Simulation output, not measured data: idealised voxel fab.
Process module, titled voxel self aligned contacts
Cross-section cut: width 270 nm, square cells of 5 nm.
Heads up, the way a cross-section reads in here is a grid of square cells, handed over as bands from the top down, with every band being one or more rows of cells. Each band's line starts with the height of the band's top and of its bottom, in nm. Then come its materials from left to right, each with its width in nm. One material with "full width" fills the band from edge to edge. "empty" is empty space. Heights are expressed relative to 0, this being the level below which the as-received wafer comprises one material exclusively. The lowest band is unbounded in the downward direction and is denoted as in "0 down". Top row gets the first number, bottom row gets the second, and each row in between changes by the same step: that is how a band width like "30->40" works. It should be understood that the words "nothing was modified", when stated for a given step, signify that the cross-section underwent no change in any of its cells during that step. In the "closed voids" entry, you get each enclosed empty space of 8 cells or more, one with no open way to the top, written width x height at distance, distance from the left edge, in nm. That trailing text on a step's line, after the settings, is the simulator's own remark on the step. A step line may carry the setting "overlay nm", which, for steps involving a mask, states the distance by which the mask lay to the right of its intended position; negative values denote displacement to the left.

Steps in the process plan:
1 RECEIVE (material Si)
2 OXIDIZE (depth nm 5)
3 DIRECTIONAL_DEP (material polySi; thk nm 30)
4 DIRECTIONAL_DEP (material SiN; thk nm 20)
5 DIRECTIONAL_DEP (material aC; thk nm 10)
6 PATTERN (tone cover; mask id GATE; material resist; width nm 30; pitch nm 75; thk nm 30; overlay nm -15)
7 DIRECTIONAL_ETCH (etch materials aC; depth nm 10)
8 STRIP (etch materials resist)
9 DIRECTIONAL_ETCH (etch materials SiN; depth nm 20)
10 DIRECTIONAL_ETCH (etch materials polySi; depth nm 30)
11 STRIP (etch materials aC)
12 CONFORMAL_DEP (material SiN; thk nm 10)
13 DIRECTIONAL_ETCH (etch materials SiN; depth nm 10)
14 FILL_DEP (material SiO2; thk nm 20)
15 CMP (height nm 60)
16 DIRECTIONAL_DEP (material aC; thk nm 10)
17 PATTERN (tone open; mask id CONTACT; material resist; width nm 55; thk nm 30; overlay nm 0)
18 DIRECTIONAL_ETCH (etch materials aC; depth nm 10)
19 STRIP (etch materials resist)
20 DIRECTIONAL_ETCH (etch materials SiO2; depth nm 65)
21 STRIP (etch materials aC)
22 CONFORMAL_DEP (material TiN; thk nm 5)
23 FILL_DEP (material Ru; thk nm 5)
24 CMP (height nm 60)
25 CONFORMAL_DEP (material SiN; thk nm 5)
For clarity, it should be stated that the wafers under discussion commence in an identical condition and differ with respect to the overlay nm of step 6, the plan indicating the value that the first wafer had.

First of several wafers, received after step 1, in cross-section:
* 0 down  Si full width
* closed voids: none

First wafer of several, cross-section, module end, after step 25 (last):
* 65 to 60  SiN full width
* 60 to 50  SiO2 (105) / TiN (5) / Ru (45->15) / TiN (5->35) / SiO2 (110)
* 50 to 30  SiO2 (55) / SiN (50) / TiN (5) / Ru (15) / TiN (5) / SiN (50) / SiO2 (90)
* 30 to 0  SiO2 (55) / SiN (10) / polySi (30) / SiN (10) / TiN (5) / Ru (15) / TiN (5) / SiN (10) / polySi (30) / SiN (10) / SiO2 (90)
* 0 to -5  SiO2 (105) / TiN (25) / SiO2 (140)
* -5 down  Si full width
* closed voids: none

Last-wafer cross-section at the end of the module:
* 65 to 60  SiN full width
* 60 to 50  SiO2 (105) / TiN (5->35) / Ru (45->15) / TiN (5) / SiO2 (110)
* 50 to 30  SiO2 (85) / SiN (50) / TiN (5) / Ru (15) / TiN (5) / SiN (50) / SiO2 (60)
* 30 to 0  SiO2 (85) / SiN (10) / polySi (30) / SiN (10) / TiN (5) / Ru (15) / TiN (5) / SiN (10) / polySi (30) / SiN (10) / SiO2 (60)
* 0 to -5  SiO2 (135) / TiN (25) / SiO2 (110)
* -5 down  Si full width
* closed voids: none

Below, a row for every wafer. Read it as the end-of-module picture: for each material the wafer shows its cells gained (+) or lost (-) since it was received, and then its closed voids:
overlay nm -15; +42 Ru; -54 Si; +182 SiN; +425 SiO2; +35 TiN; +72 polySi; closed voids: none
overlay nm -10; +42 Ru; -54 Si; +182 SiN; +425 SiO2; +35 TiN; +72 polySi; closed voids: none
overlay nm -5; +42 Ru; -54 Si; +182 SiN; +425 SiO2; +35 TiN; +72 polySi; closed voids: none
overlay nm 0; +42 Ru; -54 Si; +182 SiN; +425 SiO2; +35 TiN; +72 polySi; closed voids: none
overlay nm 5; +42 Ru; -54 Si; +182 SiN; +425 SiO2; +35 TiN; +72 polySi; closed voids: none
overlay nm 10; +42 Ru; -54 Si; +182 SiN; +425 SiO2; +35 TiN; +72 polySi; closed voids: none
overlay nm 15; +42 Ru; -54 Si; +182 SiN; +425 SiO2; +35 TiN; +72 polySi; closed voids: none
